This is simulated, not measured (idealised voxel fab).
A process module follows: voxel transistor to metal.
FYI the section here is cut, 265 nm wide, cells are 5 nm squares.
Cross-section format: a grid of square cells, given as bands from top to bottom; each band is one or more rows of cells.
Quick guide to a band line: top height, bottom height (nm) up front; then every material left to right with its width in nm. Only one material and it's marked "throughout"? Then it fills the band edge to edge. And "blank" just means empty space.
Below 0: as-received wafer, all one material; heights counted from there. Lowest band: no bottom, goes on down, written "top 0, no bottom".
Graded width ("30 to 40"): value in top row of band = first number; value in bottom row = second number; row-to-row change constant.
Reading "no change" for a step: not a cell of the cross-section changed in it.
"Internal closed voids" - sealed voids, min. 8 cells, no opening to top; format: width x height at distance (distance from left edge; nm throughout).
What comes after the settings on a step's line is commentary from the simulator itself on that step.
If you see "overlay nm" on a step's line and that step has a mask, it's telling you how far right of where it was planned the mask ended up; a negative number means it went left instead.
Pairs, read this way: before one process step on the one hand, after it on the other, the after cross-section ending at the lowest band that changed; the step between, settings included, beneath. Same starting wafer throughout, but possibly different runs of this module, so no pair continues from the pair above unless its entry headed "Before the step" says so.

## Before the step
top 60, bottom 50: aC throughout
top 50, bottom 35: SiO2 throughout
top 35, bottom 20: SiCN 60, SiN 20, SiCN 105, SiN 20, SiCN 60
top 20, bottom 0: polySi throughout
top 0, bottom -5: SiO2 throughout
top -5, bottom -40: SiO2 25, Si 90, SiO2 35, Si 90, SiO2 25
top -40, no bottom: Si throughout
Internal closed voids: none

## Step Result
top 85, bottom 60: resist 25, blank 30, resist 30, blank 30, resist 35, blank 30, resist 30, blank 30, resist 25
No changes below 60.
Internal closed voids: none
Processing between the before and after sections above: PATTERN [tone open] [mask id CONTACT] [material resist] [width nm 30] [thk nm 25] [overlay nm 0]

Before the step: carried over from the after image of the pair right above.

## Step Result
top 75, bottom 60: resist 25, blank 30, resist 30, blank 30, resist 35, blank 30, resist 30, blank 30, resist 25
top 60, bottom 50: aC 25, blank 30, aC 30, blank 30, aC 35, blank 30, aC 30, blank 30, aC 25
No changes below 50.
Internal closed voids: none
Processing between the before and after sections above: DIRECTIONAL_ETCH [etch materials aC] [depth nm 10]

Before the step: carried over from the after image of the pair right above.

## Step Result
top 60, bottom 50: aC 25, blank 30, aC 30, blank 30, aC 35, blank 30, aC 30, blank 30, aC 25
No changes below 50.
Internal closed voids: none
Processing between the before and after sections above: STRIP [etch materials resist]

Before the step: carried over from the after image of the pair right above.

## Step Result
top 60, bottom 50: aC 25, blank 30, aC 30, blank 30, aC 35, blank 30, aC 30, blank 30, aC 25
top 50, bottom 35: SiO2 25, blank 30, SiO2 30, blank 30, SiO2 35, blank 30, SiO2 30, blank 30, SiO2 25
No changes below 35.
Internal closed voids: none
Processing between the before and after sections above: DIRECTIONAL_ETCH [etch materials SiO2] [depth nm 50]

Before the step: carried over from the after image of the pair right above.

## Step Result
top 50, bottom 35: SiO2 25, blank 30, SiO2 30, blank 30, SiO2 35, blank 30, SiO2 30, blank 30, SiO2 25
No changes below 35.
Internal closed voids: none
Processing between the before and after sections above: STRIP [etch materials aC]

Before the step: carried over from the after image of the pair right above.

## Step Result
top 55, bottom 50: TiN 30, blank 20, TiN 40, blank 20, TiN 45, blank 20, TiN 40, blank 20, TiN 30
top 50, bottom 40: SiO2 25, TiN 5, blank 20, TiN 5, SiO2 30, TiN 5, blank 20, TiN 5, SiO2 35, TiN 5, blank 20, TiN 5, SiO2 30, TiN 5, blank 20, TiN 5, SiO2 25
top 40, bottom 35: SiO2 25, TiN 30, SiO2 30, TiN 30, SiO2 35, TiN 30, SiO2 30, TiN 30, SiO2 25
No changes below 35.
Internal closed voids: none
Processing between the before and after sections above: CONFORMAL_DEP [material TiN] [thk nm 5]

Before the step: carried over from the after image of the pair right above.

## Step Result
top 65, bottom 55: Ru throughout
top 55, bottom 50: TiN 30, Ru 20, TiN 40, Ru 20, TiN 45, Ru 20, TiN 40, Ru 20, TiN 30
top 50, bottom 40: SiO2 25, TiN 5, Ru 20, TiN 5, SiO2 30, TiN 5, Ru 20, TiN 5, SiO2 35, TiN 5, Ru 20, TiN 5, SiO2 30, TiN 5, Ru 20, TiN 5, SiO2 25
No changes below 40.
Internal closed voids: none
Processing between the before and after sections above: FILL_DEP [material Ru] [thk nm 10]

Before the step: carried over from the after image of the pair right above.

## Step Result
top 50, bottom 40: SiO2 25, TiN 5, Ru 20, TiN 5, SiO2 30, TiN 5, Ru 20, TiN 5, SiO2 35, TiN 5, Ru 20, TiN 5, SiO2 30, TiN 5, Ru 20, TiN 5, SiO2 25
No changes below 40.
Internal closed voids: none
Processing between the before and after sections above: CMP [height nm 50]

Before the step: carried over from the after image of the pair right above.

## Step Result
top 55, bottom 50: TiN throughout
No changes below 50.
Internal closed voids: none
Processing between the before and after sections above: DIRECTIONAL_DEP [material TiN] [thk nm 5]

Before the step: carried over from the after image of the pair right above.

## Step Result
top 75, bottom 55: Ru throughout
No changes below 55.
Internal closed voids: none
Processing between the before and after sections above: DIRECTIONAL_DEP [material Ru] [thk nm 20]

Before the step: carried over from the after image of the pair right above.

## Step Result
top 90, bottom 75: blank 25, resist 15, blank 60, resist 15, blank 35, resist 15, blank 60, resist 15, blank 25
No changes below 75.
Internal closed voids: none
Processing between the before and after sections above: PATTERN [tone cover] [mask id METAL_1] [material resist] [width nm 15] [thk nm 15] [overlay nm 0]

Before the step: carried over from the after image of the pair right above.

## Step Result
top 90, bottom 75: blank 25, resist 15, blank 60, resist 15, blank 35, resist 15, blank 60, resist 15, blank 25
top 75, bottom 55: blank 25, Ru 15, blank 60, Ru 15, blank 35, Ru 15, blank 60, Ru 15, blank 25
No changes below 55.
Internal closed voids: none
Processing between the before and after sections above: DIRECTIONAL_ETCH [etch materials Ru] [depth nm 20]

Before the step: carried over from the after image of the pair right above.

## Step Result
top 90, bottom 75: blank 25, resist 15, blank 60, resist 15, blank 35, resist 15, blank 60, resist 15, blank 25
top 75, bottom 55: blank 25, Ru 15, blank 60, Ru 15, blank 35, Ru 15, blank 60, Ru 15, blank 25
top 55, bottom 50: blank 25, TiN 15, blank 60, TiN 15, blank 35, TiN 15, blank 60, TiN 15, blank 25
No changes below 50.
Internal closed voids: none
Processing between the before and after sections above: DIRECTIONAL_ETCH [etch materials TiN] [depth nm 5]

Before the step: carried over from the after image of the pair right above.

## Step Result
top 75, bottom 55: blank 25, Ru 15, blank 60, Ru 15, blank 35, Ru 15, blank 60, Ru 15, blank 25
No changes below 55.
Internal closed voids: none
Processing between the before and after sections above: STRIP [etch materials resist]

Before the step: carried over from the after image of the pair right above.

## Step Result
top 80, bottom 75: SiO2 throughout
top 75, bottom 55: SiO2 25, Ru 15, SiO2 60, Ru 15, SiO2 35, Ru 15, SiO2 60, Ru 15, SiO2 25
top 55, bottom 50: SiO2 25, TiN 15, SiO2 60, TiN 15, SiO2 35, TiN 15, SiO2 60, TiN 15, SiO2 25
No changes below 50.
Internal closed voids: none
Processing between the before and after sections above: FILL_DEP [material SiO2] [thk nm 5]

Before the step: carried over from the after image of the pair right above.

## Step Result
top 75, bottom 55: SiO2 25, Ru 15, SiO2 60, Ru 15, SiO2 35, Ru 15, SiO2 60, Ru 15, SiO2 25
No changes below 55.
Internal closed voids: none
Processing between the before and after sections above: CMP [height nm 75]

Before the step: carried over from the after image of the pair right above.

## Step Result
top 80, bottom 75: SiCN throughout
No changes below 75.
Internal closed voids: none
Processing between the before and after sections above: CONFORMAL_DEP [material SiCN] [thk nm 5]

Before the step: carried over from the after image of the pair right above.

## Step Result
top 115, bottom 80: SiO2 throughout
No changes below 80.
Internal closed voids: none
Processing between the before and after sections above: DIRECTIONAL_DEP [material SiO2] [thk nm 35]

Before the step: carried over from the after image of the pair right above.

## Step Result
top 130, bottom 115: aC throughout
No changes below 115.
Internal closed voids: none
Processing between the before and after sections above: DIRECTIONAL_DEP [material aC] [thk nm 15]

Before the step: carried over from the after image of the pair right above.

## Step Result
top 160, bottom 130: resist 25, blank 15, resist 110, blank 15, resist 100
No changes below 130.
Internal closed voids: none
Processing between the before and after sections above: PATTERN [tone open] [mask id METAL_2] [material resist] [width nm 15] [pitch nm 125] [thk nm 30] [overlay nm 0]

Before the step: carried over from the after image of the pair right above.

## Step Result
top 145, bottom 130: resist 25, blank 15, resist 110, blank 15, resist 100
top 130, bottom 115: aC 25, blank 15, aC 110, blank 15, aC 100
No changes below 115.
Internal closed voids: none
Processing between the before and after sections above: DIRECTIONAL_ETCH [etch materials aC] [depth nm 15]

Before the step: carried over from the after image of the pair right above.

## Step Result
top 130, bottom 115: aC 25, blank 15, aC 110, blank 15, aC 100
No changes below 115.
Internal closed voids: none
Processing between the before and after sections above: STRIP [etch materials resist]

Before the step: carried over from the after image of the pair right above.

## Step Result
top 130, bottom 115: aC 25, blank 15, aC 110, blank 15, aC 100
top 115, bottom 95: SiO2 25, blank 15, SiO2 110, blank 15, SiO2 100
No changes below 95.
Internal closed voids: none
Processing between the before and after sections above: DIRECTIONAL_ETCH [etch materials SiO2] [depth nm 20]

Before the step: carried over from the after image of the pair right above.

## Step Result
top 115, bottom 95: SiO2 25, blank 15, SiO2 110, blank 15, SiO2 100
No changes below 95.
Internal closed voids: none
Processing between the before and after sections above: STRIP [etch materials aC]

Before the step: carried over from the after image of the pair right above.

## Step Result
top 125, bottom 115: aC 25, blank 15, aC 110, blank 15, aC 100
top 115, bottom 105: SiO2 25, blank 15, SiO2 110, blank 15, SiO2 100
top 105, bottom 95: SiO2 25, aC 15, SiO2 110, aC 15, SiO2 100
No changes below 95.
Internal closed voids: none
Processing between the before and after sections above: DIRECTIONAL_DEP [material aC] [thk nm 10]

Before the step: carried over from the after image of the pair right above.

## Step Result
top 150, bottom 125: resist 25, blank 15, resist 110, blank 15, resist 100
No changes below 125.
Internal closed voids: none
Processing between the before and after sections above: PATTERN [tone open] [mask id METAL_2_HOLES] [material resist] [width nm 15] [pitch nm 125] [thk nm 25] [overlay nm 0]

Before the step: carried over from the after image of the pair right above.

## Step Result
top 140, bottom 125: resist 25, blank 15, resist 110, blank 15, resist 100
top 125, bottom 115: aC 25, blank 15, aC 110, blank 15, aC 100
top 115, bottom 95: SiO2 25, blank 15, SiO2 110, blank 15, SiO2 100
No changes below 95.
Internal closed voids: none
Processing between the before and after sections above: DIRECTIONAL_ETCH [etch materials aC] [depth nm 10]

Before the step: carried over from the after image of the pair right above.

## Step Result
top 125, bottom 115: aC 25, blank 15, aC 110, blank 15, aC 100
No changes below 115.
Internal closed voids: none
Processing between the before and after sections above: STRIP [etch materials resist]

Before the step: carried over from the after image of the pair right above.

## Step Result
top 125, bottom 115: aC 25, blank 15, aC 110, blank 15, aC 100
top 115, bottom 80: SiO2 25, blank 15, SiO2 110, blank 15, SiO2 100
No changes below 80.
Internal closed voids: none
Processing between the before and after sections above: DIRECTIONAL_ETCH [etch materials SiO2] [depth nm 15]

Before the step: carried over from the after image of the pair right above.

## Step Result
top 125, bottom 115: aC 25, blank 15, aC 110, blank 15, aC 100
top 115, bottom 80: SiO2 25, blank 15, SiO2 110, blank 15, SiO2 100
top 80, bottom 75: SiCN 25, blank 15, SiCN 110, blank 15, SiCN 100
No changes below 75.
Internal closed voids: none
Processing between the before and after sections above: DIRECTIONAL_ETCH [etch materials SiCN] [depth nm 5]

Before the step: carried over from the after image of the pair right above.

## Step Result
top 115, bottom 80: SiO2 25, blank 15, SiO2 110, blank 15, SiO2 100
No changes below 80.
Internal closed voids: none
Processing between the before and after sections above: STRIP [etch materials aC]

Before the step: carried over from the after image of the pair right above.

## Step Result
top 120, bottom 115: TiN 30, blank 5, TiN 120, blank 5, TiN 105
top 115, bottom 80: SiO2 25, TiN 5, blank 5, TiN 5, SiO2 110, TiN 5, blank 5, TiN 5, SiO2 100
top 80, bottom 75: SiCN 25, TiN 15, SiCN 110, TiN 15, SiCN 100
No changes below 75.
Internal closed voids: none
Processing between the before and after sections above: CONFORMAL_DEP [material TiN] [thk nm 5]

Before the step: carried over from the after image of the pair right above.

## Step Result
top 130, bottom 120: Cu throughout
top 120, bottom 115: TiN 30, Cu 5, TiN 120, Cu 5, TiN 105
top 115, bottom 80: SiO2 25, TiN 5, Cu 5, TiN 5, SiO2 110, TiN 5, Cu 5, TiN 5, SiO2 100
No changes below 80.
Internal closed voids: none
Processing between the before and after sections above: FILL_DEP [material Cu] [thk nm 10]

Before the step: carried over from the after image of the pair right above.

## Step Result
top 115, bottom 80: SiO2 25, TiN 5, Cu 5, TiN 5, SiO2 110, TiN 5, Cu 5, TiN 5, SiO2 100
No changes below 80.
Internal closed voids: none
Processing between the before and after sections above: CMP [height nm 115]

Before the step: carried over from the after image of the pair right above.

## Step Result
top 120, bottom 115: SiCN throughout
No changes below 115.
Internal closed voids: none
Processing between the before and after sections above: CONFORMAL_DEP [material SiCN] [thk nm 5]
